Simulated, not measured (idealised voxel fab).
Process module, titled voxel trench capacitor
Square cell edge 5 nm, section width 165 nm, ID cut.
Format of a cross-section: grid, square cells. Given as bands. Order: top down. Band: one or more rows of cells.
Top, bottom (nm), then materials left to right with widths (nm); lone material tagged "all across" fills the whole band edge to edge; "empty" = empty space.
Height is counted from the level 0, under which the received wafer is composed throughout of one material. The lowest of the bands is not closed at the bottom but continues downward, in the notation "from 0 down".
Read "30->40" as a graded width: first number on top, second number at the bottom, same change between each pair of neighbouring rows.
Reading "nothing different" for a step: not a cell of the cross-section changed in it.
Enclosed voids (no open way to top), threshold 8 cells or more, entry "Enclosed void catalog", notation width x height at distance, distance from left edge, nm.
Formally, on a step line, whatever follows the settings is a remark that the simulator itself makes on the step.
Each step line may optionally specify "overlay nm", which for a step with a mask gives the rightward distance between the mask's planned place and where it lay, a negative value indicating the leftward direction.

# Steps in the process plan
1 RECEIVE with material Si
2 CONFORMAL_DEP with material SiN, thk nm 10
3 DIRECTIONAL_DEP with material aC, thk nm 10
4 PATTERN with tone open, mask id TRENCH, material resist, width nm 25, pitch nm 50, thk nm 30, overlay nm 0
5 DIRECTIONAL_ETCH with etch materials aC, depth nm 10
6 STRIP with etch materials resist
7 DIRECTIONAL_ETCH with etch materials SiN, depth nm 10
8 DIRECTIONAL_ETCH with etch materials Si, depth nm 30
9 STRIP with etch materials aC
10 CONFORMAL_DEP with material HfO2, thk nm 5
11 CONFORMAL_DEP with material TiN, thk nm 5
12 FILL_DEP with material W, thk nm 5
13 CMP with height nm 10

# The first of a set of two wafers, run to plan

# Cross-section of the wafer as it came to us, i.e., already through step 1
	from 0 down = Si all across
	Enclosed void catalog: none

# Once step 2 is through, the wafer looks like this in cross-section
	from 10 to 0 = SiN all across
	Nothing below the height 0 has changed.

# Once step 3 is through, the wafer looks like this in cross-section
	from 20 to 10 = aC all across
	Nothing below the height 10 has changed.

# Once step 4 is through, the wafer looks like this in cross-section
	from 50 to 20 = resist 45 | empty 25 | resist 25 | empty 25 | resist 45
	Nothing below the height 20 has changed.

# Once step 5 is through, the wafer looks like this in cross-section
	from 40 to 20 = resist 45 | empty 25 | resist 25 | empty 25 | resist 45
	from 20 to 10 = aC 45 | empty 25 | aC 25 | empty 25 | aC 45
	Nothing below the height 10 has changed.

# Once step 6 is through, the wafer looks like this in cross-section
	from 20 to 10 = aC 45 | empty 25 | aC 25 | empty 25 | aC 45
	Nothing below the height 10 has changed.

# Once step 7 is through, the wafer looks like this in cross-section
	from 20 to 10 = aC 45 | empty 25 | aC 25 | empty 25 | aC 45
	from 10 to 0 = SiN 45 | empty 25 | SiN 25 | empty 25 | SiN 45
	Nothing below the height 0 has changed.

# Once step 8 is through, the wafer looks like this in cross-section
	from 20 to 10 = aC 45 | empty 25 | aC 25 | empty 25 | aC 45
	from 10 to 0 = SiN 45 | empty 25 | SiN 25 | empty 25 | SiN 45
	from 0 to -30 = Si 45 | empty 25 | Si 25 | empty 25 | Si 45
	Nothing below the height -30 has changed.

# Once step 9 is through, the wafer looks like this in cross-section
	from 10 to 0 = SiN 45 | empty 25 | SiN 25 | empty 25 | SiN 45
	Nothing below the height 0 has changed.

# Once step 10 is through, the wafer looks like this in cross-section
	from 15 to 10 = HfO2 50 | empty 15 | HfO2 35 | empty 15 | HfO2 50
	from 10 to 0 = SiN 45 | HfO2 5 | empty 15 | HfO2 5 | SiN 25 | HfO2 5 | empty 15 | HfO2 5 | SiN 45
	from 0 to -25 = Si 45 | HfO2 5 | empty 15 | HfO2 5 | Si 25 | HfO2 5 | empty 15 | HfO2 5 | Si 45
	from -25 to -30 = Si 45 | HfO2 25 | Si 25 | HfO2 25 | Si 45
	Nothing below the height -30 has changed.

# Once step 11 is through, the wafer looks like this in cross-section
	from 20 to 15 = TiN 55 | empty 5 | TiN 45 | empty 5 | TiN 55
	from 15 to 10 = HfO2 50 | TiN 5 | empty 5 | TiN 5 | HfO2 35 | TiN 5 | empty 5 | TiN 5 | HfO2 50
	from 10 to 0 = SiN 45 | HfO2 5 | TiN 5 | empty 5 | TiN 5 | HfO2 5 | SiN 25 | HfO2 5 | TiN 5 | empty 5 | TiN 5 | HfO2 5 | SiN 45
	from 0 to -20 = Si 45 | HfO2 5 | TiN 5 | empty 5 | TiN 5 | HfO2 5 | Si 25 | HfO2 5 | TiN 5 | empty 5 | TiN 5 | HfO2 5 | Si 45
	from -20 to -25 = Si 45 | HfO2 5 | TiN 15 | HfO2 5 | Si 25 | HfO2 5 | TiN 15 | HfO2 5 | Si 45
	Nothing below the height -25 has changed.

# Once step 12 is through, the wafer looks like this in cross-section
	from 25 to 20 = W all across
	from 20 to 15 = TiN 55 | W 5 | TiN 45 | W 5 | TiN 55
	from 15 to 10 = HfO2 50 | TiN 5 | W 5 | TiN 5 | HfO2 35 | TiN 5 | W 5 | TiN 5 | HfO2 50
	from 10 to 0 = SiN 45 | HfO2 5 | TiN 5 | W 5 | TiN 5 | HfO2 5 | SiN 25 | HfO2 5 | TiN 5 | W 5 | TiN 5 | HfO2 5 | SiN 45
	from 0 to -20 = Si 45 | HfO2 5 | TiN 5 | W 5 | TiN 5 | HfO2 5 | Si 25 | HfO2 5 | TiN 5 | W 5 | TiN 5 | HfO2 5 | Si 45
	Nothing below the height -20 has changed.

# Once step 13 is through, the wafer looks like this in cross-section
	from 10 to 0 = SiN 45 | HfO2 5 | TiN 5 | W 5 | TiN 5 | HfO2 5 | SiN 25 | HfO2 5 | TiN 5 | W 5 | TiN 5 | HfO2 5 | SiN 45
	Nothing below the height 0 has changed.

# Second wafer: same start and same plan as the first, one execution error; identical to the first through step 3

# What the second wafer looks like in cross-section when step 4 should have wrapped up
	from 50 to 20 = empty 45 | resist 25 | empty 25 | resist 25 | empty 45
	Nothing below the height 20 has changed.

# What the second wafer looks like in cross-section when step 5 should have wrapped up
	from 40 to 20 = empty 45 | resist 25 | empty 25 | resist 25 | empty 45
	from 20 to 10 = empty 45 | aC 25 | empty 25 | aC 25 | empty 45
	Nothing below the height 10 has changed.

# What the second wafer looks like in cross-section when step 6 should have wrapped up
	from 20 to 10 = empty 45 | aC 25 | empty 25 | aC 25 | empty 45
	Nothing below the height 10 has changed.

# What the second wafer looks like in cross-section when step 7 should have wrapped up
	from 20 to 10 = empty 45 | aC 25 | empty 25 | aC 25 | empty 45
	from 10 to 0 = empty 45 | SiN 25 | empty 25 | SiN 25 | empty 45
	Nothing below the height 0 has changed.

# What the second wafer looks like in cross-section when step 8 should have wrapped up
	from 20 to 10 = empty 45 | aC 25 | empty 25 | aC 25 | empty 45
	from 10 to 0 = empty 45 | SiN 25 | empty 25 | SiN 25 | empty 45
	from 0 to -30 = empty 45 | Si 25 | empty 25 | Si 25 | empty 45
	Nothing below the height -30 has changed.

# What the second wafer looks like in cross-section when step 9 should have wrapped up
	from 10 to 0 = empty 45 | SiN 25 | empty 25 | SiN 25 | empty 45
	Nothing below the height 0 has changed.

# What the second wafer looks like in cross-section when step 10 should have wrapped up
	from 15 to 10 = empty 40 | HfO2 35 | empty 15 | HfO2 35 | empty 40
	from 10 to 0 = empty 40 | HfO2 5 | SiN 25 | HfO2 5 | empty 15 | HfO2 5 | SiN 25 | HfO2 5 | empty 40
	from 0 to -25 = empty 40 | HfO2 5 | Si 25 | HfO2 5 | empty 15 | HfO2 5 | Si 25 | HfO2 5 | empty 40
	from -25 to -30 = HfO2 45 | Si 25 | HfO2 25 | Si 25 | HfO2 45
	Nothing below the height -30 has changed.

# What the second wafer looks like in cross-section when step 11 should have wrapped up
	from 20 to 15 = empty 35 | TiN 45 | empty 5 | TiN 45 | empty 35
	from 15 to 10 = empty 35 | TiN 5 | HfO2 35 | TiN 5 | empty 5 | TiN 5 | HfO2 35 | TiN 5 | empty 35
	from 10 to 0 = empty 35 | TiN 5 | HfO2 5 | SiN 25 | HfO2 5 | TiN 5 | empty 5 | TiN 5 | HfO2 5 | SiN 25 | HfO2 5 | TiN 5 | empty 35
	from 0 to -20 = empty 35 | TiN 5 | HfO2 5 | Si 25 | HfO2 5 | TiN 5 | empty 5 | TiN 5 | HfO2 5 | Si 25 | HfO2 5 | TiN 5 | empty 35
	from -20 to -25 = TiN 40 | HfO2 5 | Si 25 | HfO2 5 | TiN 15 | HfO2 5 | Si 25 | HfO2 5 | TiN 40
	Nothing below the height -25 has changed.

# What the second wafer looks like in cross-section when step 12 should have wrapped up
	from 25 to 20 = W all across
	from 20 to 15 = W 35 | TiN 45 | W 5 | TiN 45 | W 35
	from 15 to 10 = W 35 | TiN 5 | HfO2 35 | TiN 5 | W 5 | TiN 5 | HfO2 35 | TiN 5 | W 35
	from 10 to 0 = W 35 | TiN 5 | HfO2 5 | SiN 25 | HfO2 5 | TiN 5 | W 5 | TiN 5 | HfO2 5 | SiN 25 | HfO2 5 | TiN 5 | W 35
	from 0 to -20 = W 35 | TiN 5 | HfO2 5 | Si 25 | HfO2 5 | TiN 5 | W 5 | TiN 5 | HfO2 5 | Si 25 | HfO2 5 | TiN 5 | W 35
	Nothing below the height -20 has changed.

# What the second wafer looks like in cross-section when step 13 should have wrapped up
	from 10 to 0 = W 35 | TiN 5 | HfO2 5 | SiN 25 | HfO2 5 | TiN 5 | W 5 | TiN 5 | HfO2 5 | SiN 25 | HfO2 5 | TiN 5 | W 35
	Nothing below the height 0 has changed.
Where did the run depart from the plan? step 4 did not use the planned setting and instead ran as PATTERN with tone cover, mask id TRENCH, material resist, width nm 25, pitch nm 50, thk nm 30, overlay nm 0
End check, counted in cells, second wafer has more or fewer of these materials than the first: HfO2: 13 more; Si: 78 fewer; SiN: 26 fewer; TiN: 13 more; W: 78 more
